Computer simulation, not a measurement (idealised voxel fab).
Process module name: voxel released beams
For reference, the cross-section in this document is cut, with width 245 nm and square cells of 5 nm.
If you're reading a cross-section in this doc, picture square cells in a grid; it comes to you as bands, top ones listed first down to the bottom, and a band can be one or more rows of cells. The band entry comprises the height of the band's top followed by the height of its bottom, expressed in nm, and subsequently the band's materials from left to right, each stated together with its width in nm. Where a single material is marked with the word "all across", that material fills the band from edge to edge. The word "air" represents empty space. It should be noted that heights are counted from 0, beneath which the wafer as supplied is of one material throughout, and that the lowest band possesses no lower boundary but continues downward, as written in "0 and below". The notation "30 to 40" denotes a width that varies across the rows of cells in the band, beginning at the first number in the top row, finishing at the second number in the bottom row, and changing by an identical amount from each row to the next. Where the words "left unchanged" appear for a step, the cross-section shows no cell changed by that step; every cell remained as before. Entry "Internal closed voids" = empty spaces >= 8 cells with no open way to the top; each as width x height at distance, distance from left edge, all nm. It should be noted that, on the line of a given step, the content following the step's settings is a remark produced by the simulator itself with respect to that step. overlay nm: on a step with a mask, how far right of its planned place the mask lay; negative means left.

### Steps planned for the process
1: RECEIVE,material Si
2: CONFORMAL_DEP,material Al2O3,thk nm 10
3: DIRECTIONAL_DEP,material SiO2,thk nm 10
4: DIRECTIONAL_DEP,material aC,thk nm 10
5: PATTERN,tone open,mask id ANCHOR,material resist,width nm 35,thk nm 25,overlay nm 0
6: DIRECTIONAL_ETCH,etch materials aC,depth nm 10
7: STRIP,etch materials resist
8: DIRECTIONAL_ETCH,etch materials SiO2,depth nm 10
9: STRIP,etch materials aC
10: CONFORMAL_DEP,material W,thk nm 15
11: DIRECTIONAL_DEP,material aC,thk nm 15
12: PATTERN,tone cover,mask id BEAM,material resist,width nm 105,thk nm 30,overlay nm 0
13: DIRECTIONAL_ETCH,etch materials aC,depth nm 15
14: STRIP,etch materials resist
15: DIRECTIONAL_ETCH,etch materials W,depth nm 15
16: STRIP,etch materials aC
17: STRIP,etch materials SiO2

### First wafer out of two, processed as planned

### As received (post step 1): cross-section
0 and below  Si all across
Internal closed voids: none

### Wafer xsec, post step 2
10 down to 0  Al2O3 all across
Anything lower than 0 is untouched.

### Wafer xsec, post step 3
20 down to 10  SiO2 all across
Anything lower than 10 is untouched.

### Wafer xsec, post step 4
30 down to 20  aC all across
Anything lower than 20 is untouched.

### Wafer xsec, post step 5
55 down to 30  resist=70, air=35, resist=140
Anything lower than 30 is untouched.

### Wafer xsec, post step 6
45 down to 30  resist=70, air=35, resist=140
30 down to 20  aC=70, air=35, aC=140
Anything lower than 20 is untouched.

### Wafer xsec, post step 7
30 down to 20  aC=70, air=35, aC=140
Anything lower than 20 is untouched.

### Wafer xsec, post step 8
30 down to 20  aC=70, air=35, aC=140
20 down to 10  SiO2=70, air=35, SiO2=140
Anything lower than 10 is untouched.

### Wafer xsec, post step 9
20 down to 10  SiO2=70, air=35, SiO2=140
Anything lower than 10 is untouched.

### Wafer xsec, post step 10
35 down to 25  W=85, air=5, W=155
25 down to 20  W all across
20 down to 10  SiO2=70, W=35, SiO2=140
Anything lower than 10 is untouched.

### Wafer xsec, post step 11
50 down to 40  aC=85, air=5, aC=155
40 down to 35  aC all across
35 down to 25  W=85, aC=5, W=155
Anything lower than 25 is untouched.

### Wafer xsec, post step 12
80 down to 50  air=65, resist=105, air=75
50 down to 40  aC=85, resist=5, aC=155
Anything lower than 40 is untouched.

### Wafer xsec, post step 13
65 down to 50  air=65, resist=105, air=75
50 down to 40  air=65, aC=20, resist=5, aC=80, air=75
40 down to 35  air=65, aC=105, air=75
Anything lower than 35 is untouched.

### Wafer xsec, post step 14
50 down to 40  air=65, aC=20, air=5, aC=80, air=75
Anything lower than 40 is untouched.

### Wafer xsec, post step 15
50 down to 40  air=65, aC=20, air=5, aC=80, air=75
40 down to 35  air=65, aC=105, air=75
35 down to 25  air=65, W=20, aC=5, W=80, air=75
25 down to 20  air=65, W=105, air=75
Anything lower than 20 is untouched.

### Wafer xsec, post step 16
35 down to 25  air=65, W=20, air=5, W=80, air=75
Anything lower than 25 is untouched.

### Wafer xsec, post step 17
35 down to 25  air=65, W=20, air=5, W=80, air=75
25 down to 20  air=65, W=105, air=75
20 down to 10  air=70, W=35, air=140
Anything lower than 10 is untouched.

### Second Wafer (Identical Start and Plan, One Processing Error; Matches First Wafer Through Step 4)

### Cross-section of the second wafer corresponding to the planned conclusion of step 5
55 down to 30  air=70, resist=35, air=140
Anything lower than 30 is untouched.

### Cross-section of the second wafer corresponding to the planned conclusion of step 6
45 down to 30  air=70, resist=35, air=140
30 down to 20  air=70, aC=35, air=140
Anything lower than 20 is untouched.

### Cross-section of the second wafer corresponding to the planned conclusion of step 7
30 down to 20  air=70, aC=35, air=140
Anything lower than 20 is untouched.

### Cross-section of the second wafer corresponding to the planned conclusion of step 8
30 down to 20  air=70, aC=35, air=140
20 down to 10  air=70, SiO2=35, air=140
Anything lower than 10 is untouched.

### Cross-section of the second wafer corresponding to the planned conclusion of step 9
20 down to 10  air=70, SiO2=35, air=140
Anything lower than 10 is untouched.

### Cross-section of the second wafer corresponding to the planned conclusion of step 10
35 down to 25  air=55, W=65, air=125
25 down to 20  W all across
20 down to 10  W=70, SiO2=35, W=140
Anything lower than 10 is untouched.

### Cross-section of the second wafer corresponding to the planned conclusion of step 11
50 down to 40  air=55, aC=65, air=125
40 down to 35  aC all across
35 down to 25  aC=55, W=65, aC=125
Anything lower than 25 is untouched.

### Cross-section of the second wafer corresponding to the planned conclusion of step 12
80 down to 50  air=65, resist=105, air=75
50 down to 40  air=55, aC=65, resist=50, air=75
Anything lower than 40 is untouched.

### Cross-section of the second wafer corresponding to the planned conclusion of step 13
65 down to 50  air=65, resist=105, air=75
50 down to 40  air=65, aC=55, resist=50, air=75
40 down to 35  air=65, aC=105, air=75
35 down to 25  air=55, W=65, aC=50, air=75
Anything lower than 25 is untouched.

### Cross-section of the second wafer corresponding to the planned conclusion of step 14
50 down to 40  air=65, aC=55, air=125
Anything lower than 40 is untouched.

### Cross-section of the second wafer corresponding to the planned conclusion of step 15
50 down to 40  air=65, aC=55, air=125
40 down to 35  air=65, aC=105, air=75
35 down to 25  air=65, W=55, aC=50, air=75
25 down to 20  air=65, W=105, air=75
20 down to 10  air=55, W=15, SiO2=35, W=65, air=75
Anything lower than 10 is untouched.

### Cross-section of the second wafer corresponding to the planned conclusion of step 16
35 down to 25  air=65, W=55, air=125
Anything lower than 25 is untouched.

Cross-section of the second wafer corresponding to the planned conclusion of step 17: left unchanged
What was done differently from what was planned? for step 5, the planned setting was not used; the step was instead run as PATTERN,tone cover,mask id ANCHOR,material resist,width nm 35,thk nm 25,overlay nm 0
End check, counted in cells, second wafer has more or fewer of these materials than the first: SiO2 +14
